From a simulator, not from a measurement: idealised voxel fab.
The process module presented herein is designated voxel wiring stack.
FYI the section here is cut, 205 nm wide, cells are 5 nm squares.
Think of the cross-section as a grid of square cells. We describe it in bands, top to bottom, and each band covers one or more rows of those cells.
Basically the band line says how high the top is and how high the bottom is, in nm, and then what's in it from left to right, every material with its width in nm. Empty space shows up as "blank", and if a single material carries "edge to edge" it runs the full band edge to edge.
Convention: height 0 is the level below which the wafer, as received, is all one material. The lowest band does not terminate at the bottom but continues downward, represented as "0 and below".
A width given as "30 to 40" starts at the first number in the band's top row and ends at the second number in its bottom row, shifting by an equal amount at every step from row to row.
Given "remained unchanged" for a step, no cell of the cross-section differs between before and after that step.
The label "Fully closed voids" introduces a list of the empty spaces, 8 cells or larger, that have no open way up to the top; each entry in it reads width x height at distance, where the distance is taken from the left edge and all three are stated in nm.
If you see something after the settings on a step's line, that's the simulator's own remark about that step.
overlay nm, on a step with a mask: how far to the right of its planned place the mask lay; to the left if negative
### So here's the lineup of process steps we planned
step 1: RECEIVE,material Si
step 2: CONFORMAL_DEP,material SiO2,thk nm 10
step 3: DIRECTIONAL_DEP,material TiN,thk nm 5
step 4: DIRECTIONAL_DEP,material Ru,thk nm 15
step 5: MASKED_ETCH,tone cover,mask id METAL_1,width nm 25,pitch nm 45,etch materials Ru,depth nm 15,overlay nm 0
step 6: MASKED_ETCH,tone cover,mask id METAL_1,width nm 25,pitch nm 45,etch materials TiN,depth nm 5,overlay nm 0
step 7: FILL_DEP,material lowk,thk nm 5
step 8: CMP,height nm 30
step 9: CONFORMAL_DEP,material SiCN,thk nm 5
step 10: DIRECTIONAL_DEP,material lowk,thk nm 35
step 11: DIRECTIONAL_DEP,material aC,thk nm 15
step 12: PATTERN,tone open,mask id METAL_2_HOLES,material resist,width nm 15,pitch nm 45,thk nm 30,overlay nm 0
step 13: DIRECTIONAL_ETCH,etch materials aC,depth nm 15
step 14: STRIP,etch materials resist
step 15: DIRECTIONAL_ETCH,etch materials lowk,depth nm 35
step 16: STRIP,etch materials aC
step 17: PATTERN,tone open,mask id METAL_2,material resist,width nm 25,pitch nm 45,thk nm 20,overlay nm 0
step 18: DIRECTIONAL_ETCH,etch materials lowk,depth nm 20
step 19: DIRECTIONAL_ETCH,etch materials SiCN,depth nm 5
step 20: STRIP,etch materials resist
step 21: CONFORMAL_DEP,material TiN,thk nm 5
step 22: FILL_DEP,material Cu,thk nm 5
step 23: CMP,height nm 70
step 24: CONFORMAL_DEP,material SiCN,thk nm 5
step 25: DIRECTIONAL_DEP,material lowk,thk nm 20
step 26: PATTERN,tone open,mask id PLUG_2,material resist,width nm 15,pitch nm 90,thk nm 15,overlay nm 0
step 27: DIRECTIONAL_ETCH,etch materials lowk,depth nm 20
step 28: DIRECTIONAL_ETCH,etch materials SiCN,depth nm 5
step 29: STRIP,etch materials resist
step 30: CONFORMAL_DEP,material TiN,thk nm 5
step 31: FILL_DEP,material W,thk nm 10
step 32: CMP,height nm 95
step 33: DIRECTIONAL_DEP,material TiN,thk nm 5
step 34: DIRECTIONAL_DEP,material W,thk nm 15
step 35: MASKED_ETCH,tone cover,mask id METAL_3,width nm 25,pitch nm 45,etch materials W,depth nm 15,overlay nm 0
step 36: MASKED_ETCH,tone cover,mask id METAL_3,width nm 25,pitch nm 45,etch materials TiN,depth nm 5,overlay nm 0
step 37: CONFORMAL_DEP,material SiN,thk nm 5
step 38: FILL_DEP,material SiO2,thk nm 5
step 39: CMP,height nm 115
step 40: CONFORMAL_DEP,material SiCN,thk nm 5
### Step 1 complete: cross-section of the wafer as received
- 0 and below: Si edge to edge
- Fully closed voids: none
### Module complete, cross-section. Starting point and plan per above. One mistake made in running the module
- 120 down to 115: SiO2 edge to edge
- 115 down to 100: 15 nm SiO2 / 5 nm SiN / 25 nm W / 5 nm SiN / 10 nm SiO2 / 5 nm SiN / 25 nm W / 5 nm SiN / 10 nm SiO2 / 5 nm SiN / 25 nm W / 5 nm SiN / 10 nm SiO2 / 5 nm SiN / 25 nm W / 5 nm SiN / 20 nm SiO2
- 100 down to 95: 20 nm SiN / 25 nm TiN / 20 nm SiN / 25 nm TiN / 20 nm SiN / 25 nm TiN / 20 nm SiN / 25 nm TiN / 25 nm SiN
- 95 down to 75: 20 nm lowk / 5 nm TiN / 5 nm W / 5 nm TiN / 75 nm lowk / 5 nm TiN / 5 nm W / 5 nm TiN / 80 nm lowk
- 75 down to 70: 20 nm SiCN / 15 nm TiN / 75 nm SiCN / 15 nm TiN / 80 nm SiCN
- 70 down to 55: 20 nm lowk / 5 nm TiN / 15 nm Cu / 5 nm TiN / 20 nm lowk / 5 nm TiN / 15 nm Cu / 5 nm TiN / 20 nm lowk / 5 nm TiN / 15 nm Cu / 5 nm TiN / 20 nm lowk / 5 nm TiN / 15 nm Cu / 5 nm TiN / 25 nm lowk
- 55 down to 50: 20 nm lowk / 5 nm TiN / 5 nm Cu / 15 nm TiN / 20 nm lowk / 5 nm TiN / 5 nm Cu / 15 nm TiN / 20 nm lowk / 5 nm TiN / 5 nm Cu / 15 nm TiN / 20 nm lowk / 5 nm TiN / 5 nm Cu / 15 nm TiN / 25 nm lowk
- 50 down to 35: 20 nm lowk / 5 nm TiN / 5 nm Cu / 5 nm TiN / 30 nm lowk / 5 nm TiN / 5 nm Cu / 5 nm TiN / 30 nm lowk / 5 nm TiN / 5 nm Cu / 5 nm TiN / 30 nm lowk / 5 nm TiN / 5 nm Cu / 5 nm TiN / 35 nm lowk
- 35 down to 30: 20 nm SiCN / 15 nm TiN / 30 nm SiCN / 15 nm TiN / 30 nm SiCN / 15 nm TiN / 30 nm SiCN / 15 nm TiN / 35 nm SiCN
- 30 down to 15: 20 nm lowk / 25 nm Ru / 20 nm lowk / 25 nm Ru / 20 nm lowk / 25 nm Ru / 20 nm lowk / 25 nm Ru / 25 nm lowk
- 15 down to 10: 20 nm lowk / 25 nm TiN / 20 nm lowk / 25 nm TiN / 20 nm lowk / 25 nm TiN / 20 nm lowk / 25 nm TiN / 25 nm lowk
- 10 down to 0: SiO2 edge to edge
- 0 and below: Si edge to edge
- Fully closed voids: none
Where did the run depart from the plan? step 40 changed vs plan, executed as CONFORMAL_DEP,material SiO2,thk nm 5
